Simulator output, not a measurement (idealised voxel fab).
The name of this process module is voxel air gaps.
Xsec cut, 140 nm wide, square cell size 5 nm.
If you're reading a cross-section in this doc, picture square cells in a grid; it comes to you as bands, top ones listed first down to the bottom, and a band can be one or more rows of cells. First you get the band's top height and its bottom height, in nm, and then the materials it's made of, left to right, with each width in nm. If you see a single material with "edge to edge", that one covers the band edge to edge. "blank" is empty space. A quick word on heights: they are counted from 0, and under that level the wafer as it came to us is one material throughout. The lowest band is different from the rest in having no bottom; it simply continues downward, written as in "0 and below". Per-row width for "30->40": begins at first number (top row of band), ends at second number (bottom row), increment between rows held constant. Reading "remained the same" for a step: not a cell of the cross-section changed in it. Entry "Enclosed cavities" = empty spaces >= 8 cells with no open way to the top; each as width x height at distance, distance from left edge, all nm. Past the settings on a step's line: simulator remark, on that step. The optional step-line setting "overlay nm" applies to steps with a mask and quantifies how far to the right of its planned location the mask lay, a negative value indicating leftward placement.
# Set out below are the planned steps of the process
- 1: RECEIVE,material Si
- 2: CONFORMAL_DEP,material SiO2,thk nm 15
- 3: CONFORMAL_DEP,material SiN,thk nm 5
- 4: DIRECTIONAL_DEP,material SiO2,thk nm 30
- 5: DIRECTIONAL_DEP,material aC,thk nm 10
- 6: PATTERN,tone open,mask id LINES,material resist,width nm 15,pitch nm 40,thk nm 25,overlay nm 0
- 7: DIRECTIONAL_ETCH,etch materials aC,depth nm 10
- 8: STRIP,etch materials resist
- 9: DIRECTIONAL_ETCH,etch materials SiO2,depth nm 40
- 10: STRIP,etch materials aC
- 11: CONFORMAL_DEP,material TiN,thk nm 5
- 12: FILL_DEP,material Ru,thk nm 5
- 13: CMP,height nm 60
- 14: EPI,material Ru,thk nm 10
- 15: SELECTIVE_ETCH,etch materials SiO2,depth nm 50
- 16: CONFORMAL_DEP,material SiCN,thk nm 5
All wafers enter the flow in the same state. The thk nm at step 4 differs from wafer to wafer, and the plan gives the value for the first wafer.
# The first of several wafers, as received after step 1, seen in section
0 and below: Si edge to edge
Enclosed cavities: none
# Gained (+) or lost (-) cells of each material since receipt, then closed voids: one row per wafer, at the end of the module
thk nm 30, +102 Ru, +28 SiCN, +28 SiN, +198 SiO2, +64 TiN, Enclosed cavities: none
thk nm 35, +77 Ru, +28 SiCN, +28 SiN, +217 SiO2, +70 TiN, Enclosed cavities: none
thk nm 40, +63 Ru, +104 SiCN, +28 SiN, +84 SiO2, +51 TiN, Enclosed cavities: 15 x 30 at 40; 15 x 30 at 80
